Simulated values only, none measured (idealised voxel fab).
Process module under the name voxel released beams
For reference, the cross-section in this document is cut, with width 170 nm and square cells of 5 nm.
Cross-section = grid of square cells, listed top down in bands; band = one or more rows. Band entry format. Leading values: height of top, height of bottom, nm. Remainder: materials in left-to-right order, each with its width in nm. Special words: "full width" on a single material, which then fills the band edge to edge; "air", empty space. Heads up on the height convention: 0 is the point under which the incoming wafer is all one material, and the lowest band has no bottom, it just keeps going down, like "0..down". The notation "30->40" denotes a width that varies across the rows of cells in the band, beginning at the first number in the top row, finishing at the second number in the bottom row, and changing by an identical amount from each row to the next. "nothing changed", as given for a step, is the statement that not any cell of the cross-section underwent a change during that step. Any empty space of 8 cells or more lacking an open way to the top shows up in "Closed voids list" as width x height at distance, distance from the left edge, in nm. If you see something after the settings on a step's line, that's the simulator's own remark about that step. The setting "overlay nm" may be written on the line of a step. When the step uses a mask, the value reports how far to the right of the planned place the mask lay, and a negative value reports that it lay to the left.
plan:
- 1: RECEIVE | material Si
- 2: CONFORMAL_DEP | material SiN | thk nm 5
- 3: DIRECTIONAL_DEP | material SiO2 | thk nm 20
- 4: DIRECTIONAL_DEP | material aC | thk nm 15
- 5: PATTERN | tone open | mask id ANCHOR | material resist | width nm 45 | thk nm 30 | overlay nm 0
- 6: DIRECTIONAL_ETCH | etch materials aC | depth nm 15
- 7: STRIP | etch materials resist
- 8: DIRECTIONAL_ETCH | etch materials SiO2 | depth nm 20
- 9: STRIP | etch materials aC
- 10: CONFORMAL_DEP | material polySi | thk nm 5
- 11: DIRECTIONAL_DEP | material aC | thk nm 10
- 12: PATTERN | tone cover | mask id BEAM | material resist | width nm 90 | thk nm 25 | overlay nm 0
- 13: DIRECTIONAL_ETCH | etch materials aC | depth nm 10
- 14: STRIP | etch materials resist
- 15: DIRECTIONAL_ETCH | etch materials polySi | depth nm 15
- 16: STRIP | etch materials aC
- 17: STRIP | etch materials SiO2
For this document, wafers share an identical start and vary in the step 10 thk nm; the plan quotes the first wafer's value.
Incoming state of the first of several wafers in cross-section: after step 1:
> 0..down | Si full width
> Closed voids list: none
Per wafer, end of module: cells gained (+) or lost (-) per material since receipt, then closed voids:
thk nm 5, +34 SiN, +26 polySi, Closed voids list: none
thk nm 10, +34 SiN, +52 polySi, Closed voids list: none
thk nm 15, +34 SiN, +78 polySi, Closed voids list: none
thk nm 20, +34 SiN, +100 SiO2, +120 polySi, Closed voids list: none
thk nm 25, +34 SiN, +100 SiO2, +158 polySi, Closed voids list: none
thk nm 30, +34 SiN, +100 SiO2, +192 polySi, Closed voids list: none
